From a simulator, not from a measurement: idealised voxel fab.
The name of this process module is voxel gate over fins.
This is section cut - it's 265 nm across, gridded in 5 nm square cells.
Cross-section = grid of square cells, listed top down in bands; band = one or more rows.
For a band, the entry starts with two heights in nm, that of the top and then that of the bottom, and carries on with the band's materials in order from left to right, each alongside its width in nm; the word "edge to edge" beside a single material means it fills the band edge to edge, and "blank" means empty space.
Where do heights start? At 0: under that level the wafer as delivered is made of one material only. And the lowest band has no floor; it just carries on downward, as in "0..down".
Quick explanation for "30..40": the width changes in equal steps down the rows of cells, from the first number in the band's top row to the second number in its bottom row.
Key: "same as before" - step with no changed cell in the cross-section.
Closed empty spaces (no open way to the top) of 8 cells or more are what "Unvented internal voids" lists, each as width x height at distance from the left edge, nm for all three.
Text after the settings on a step's line: the simulator's own remark on that step.
overlay nm: step with mask; distance mask lay right of planned place; negative value = left of planned place.
Planned process steps:
1) RECEIVE | material Si
2) CONFORMAL_DEP | material SiN | thk nm 10
3) MASKED_ETCH | tone cover | mask id FINS | width nm 15 | pitch nm 35 | etch materials SiN | depth nm 10 | overlay nm 0
4) MASKED_ETCH | tone cover | mask id FINS | width nm 15 | pitch nm 35 | etch materials Si | depth nm 40 | overlay nm 0
5) FILL_DEP | material SiO2 | thk nm 5
6) CMP | height nm 10
7) SELECTIVE_ETCH | etch materials SiO2 | depth nm 25
8) STRIP | etch materials SiN
9) CONFORMAL_DEP | material HfO2 | thk nm 5
10) CONFORMAL_DEP | material TiN | thk nm 5
11) FILL_DEP | material W | thk nm 10
12) CMP | height nm 15
13) CONFORMAL_DEP | material SiCN | thk nm 5
So, the first of our two wafers, run just as we planned it:
as received, after step 1:
* 0..down | Si edge to edge
* Unvented internal voids: none
Cross-sectional representation of the wafer at the conclusion of step 2:
* 10..0 | SiN edge to edge
* Below a height of 0, the structure has not been altered.
Cross-sectional representation of the wafer at the conclusion of step 3:
* 10..0 | blank=105, SiN=15, blank=20, SiN=15, blank=110
* Below a height of 0, the structure has not been altered.
Cross-sectional representation of the wafer at the conclusion of step 4:
* 10..0 | blank=105, SiN=15, blank=20, SiN=15, blank=110
* 0..-40 | blank=105, Si=15, blank=20, Si=15, blank=110
* Below a height of -40, the structure has not been altered.
Cross-sectional representation of the wafer at the conclusion of step 5:
* 15..10 | SiO2 edge to edge
* 10..0 | SiO2=105, SiN=15, SiO2=20, SiN=15, SiO2=110
* 0..-40 | SiO2=105, Si=15, SiO2=20, Si=15, SiO2=110
* Below a height of -40, the structure has not been altered.
Cross-sectional representation of the wafer at the conclusion of step 6:
* 10..0 | SiO2=105, SiN=15, SiO2=20, SiN=15, SiO2=110
* Below a height of 0, the structure has not been altered.
Cross-sectional representation of the wafer at the conclusion of step 7:
* 10..0 | blank=105, SiN=15, blank=20, SiN=15, blank=110
* 0..-15 | blank=105, Si=15, blank=20, Si=15, blank=110
* Below a height of -15, the structure has not been altered.
Cross-sectional representation of the wafer at the conclusion of step 8:
* 0..-15 | blank=105, Si=15, blank=20, Si=15, blank=110
* Below a height of -15, the structure has not been altered.
Cross-sectional representation of the wafer at the conclusion of step 9:
* 5..0 | blank=100, HfO2=25, blank=10, HfO2=25, blank=105
* 0..-10 | blank=100, HfO2=5, Si=15, HfO2=5, blank=10, HfO2=5, Si=15, HfO2=5, blank=105
* -10..-15 | HfO2=105, Si=15, HfO2=20, Si=15, HfO2=110
* Below a height of -15, the structure has not been altered.
Cross-sectional representation of the wafer at the conclusion of step 10:
* 10..5 | blank=95, TiN=70, blank=100
* 5..0 | blank=95, TiN=5, HfO2=25, TiN=10, HfO2=25, TiN=5, blank=100
* 0..-5 | blank=95, TiN=5, HfO2=5, Si=15, HfO2=5, TiN=10, HfO2=5, Si=15, HfO2=5, TiN=5, blank=100
* -5..-10 | TiN=100, HfO2=5, Si=15, HfO2=5, TiN=10, HfO2=5, Si=15, HfO2=5, TiN=105
* Below a height of -10, the structure has not been altered.
Cross-sectional representation of the wafer at the conclusion of step 11:
* 20..10 | W edge to edge
* 10..5 | W=95, TiN=70, W=100
* 5..0 | W=95, TiN=5, HfO2=25, TiN=10, HfO2=25, TiN=5, W=100
* 0..-5 | W=95, TiN=5, HfO2=5, Si=15, HfO2=5, TiN=10, HfO2=5, Si=15, HfO2=5, TiN=5, W=100
* Below a height of -5, the structure has not been altered.
Cross-sectional representation of the wafer at the conclusion of step 12:
* 15..10 | W edge to edge
* Below a height of 10, the structure has not been altered.
Cross-sectional representation of the wafer at the conclusion of step 13:
* 20..15 | SiCN edge to edge
* Below a height of 15, the structure has not been altered.
second wafer: like start, like plan, one mistake. Through step 8 it matches the first wafer:
What the second wafer looks like in cross-section when step 9 should have wrapped up:
* 15..0 | blank=90, HfO2=80, blank=95
* 0..-15 | HfO2=105, Si=15, HfO2=20, Si=15, HfO2=110
* Below a height of -15, the structure has not been altered.
What the second wafer looks like in cross-section when step 10 should have wrapped up:
* 20..15 | blank=85, TiN=90, blank=90
* 15..5 | blank=85, TiN=5, HfO2=80, TiN=5, blank=90
* 5..0 | TiN=90, HfO2=80, TiN=95
* Below a height of 0, the structure has not been altered.
What the second wafer looks like in cross-section when step 11 should have wrapped up:
* 30..20 | W edge to edge
* 20..15 | W=85, TiN=90, W=90
* 15..5 | W=85, TiN=5, HfO2=80, TiN=5, W=90
* Below a height of 5, the structure has not been altered.
What the second wafer looks like in cross-section when step 12 should have wrapped up:
* 15..5 | W=85, TiN=5, HfO2=80, TiN=5, W=90
* Below a height of 5, the structure has not been altered.
What the second wafer looks like in cross-section when step 13 should have wrapped up:
* 20..15 | SiCN edge to edge
* Below a height of 15, the structure has not been altered.
Deviation noted in wafer processing: note that step 9 departed from the planned setting and was carried out as CONFORMAL_DEP | material HfO2 | thk nm 15
At the finish, the second wafer shows more or fewer cells for some materials than the first does: HfO2 +124 | TiN -24 | W -100
